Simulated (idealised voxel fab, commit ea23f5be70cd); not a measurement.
Documented hereafter: the process module known as voxel ribs on slabs.
For reference, the cross-section in this document is cut, with width 265 nm and square cells of 5 nm.
Format of a cross-section: grid, square cells. Given as bands. Order: top down. Band: one or more rows of cells. Look at the band entry: it leads with the top's height and the bottom's height in nm. Then it lists the materials left to right, with a width in nm for each. The word "full width" on a single material says that material fills the band edge to edge. The word "air" is empty space. Beneath 0, the wafer as received is one material, and that level is where height counting begins. The lowest band goes on downward without a bottom; it is written like "top 0, no bottom". The width entry "30->40" should be interpreted row by row: the top row of cells in the band takes the first number, the bottom row takes the second number, and the change between adjacent rows is uniform throughout. "remained the same" for a step: no cell of the cross-section changed in that step. This entry, "Completely sealed voids", enumerates those empty regions of no fewer than 8 cells that possess no open connection to the top. Each region is reported in the form width x height at distance, the distance being taken from the left edge, with all three quantities expressed in nm. Where a step's line continues beyond its settings, the continuation is a remark by the simulator itself on that step. overlay nm: mask offset rightward from planned place, masked step; negative means leftward offset.
-- These are the steps we planned for the process
1. op RECEIVE | material Si
2. op DIRECTIONAL_DEP | material SiO2 | thk nm 30
3. op DIRECTIONAL_DEP | material SiN | thk nm 25
4. op PATTERN | tone cover | mask id RIB | material resist | width nm 20 | thk nm 15 | overlay nm 0
5. op DIRECTIONAL_ETCH | etch materials SiN | depth nm 15
6. op STRIP | etch materials resist
7. op PATTERN | tone cover | mask id SLAB | material resist | width nm 70 | thk nm 20 | overlay nm 0
8. op DIRECTIONAL_ETCH | etch materials SiN | depth nm 10
9. op STRIP | etch materials resist
10. op FILL_DEP | material SiO2 | thk nm 15
11. op CMP | height nm 65
12. op DIRECTIONAL_DEP | material W | thk nm 5
13. op PATTERN | tone cover | mask id HEATER | material resist | width nm 30 | thk nm 15 | overlay nm 0
14. op DIRECTIONAL_ETCH | etch materials W | depth nm 5
15. op STRIP | etch materials resist
16. op CONFORMAL_DEP | material SiO2 | thk nm 10
-- Wafer as received: cross-section following step 1
- top 0, no bottom: Si full width
- Completely sealed voids: none
-- Starting wafer: above. Plan: above. Run: one mistake. Cross-section after the module: below
- top 80, bottom 75: air 105  SiO2 50  air 110
- top 75, bottom 70: SiO2 full width
- top 70, bottom 65: SiO2 115  W 30  SiO2 120
- top 65, bottom 55: SiO2 95  SiN 70  SiO2 100
- top 55, bottom 30: SiN full width
- top 30, bottom 0: SiO2 full width
- top 0, no bottom: Si full width
- Completely sealed voids: none
So what did we get wrong on this run? it should be noted that step 3 of the plan was executed twice
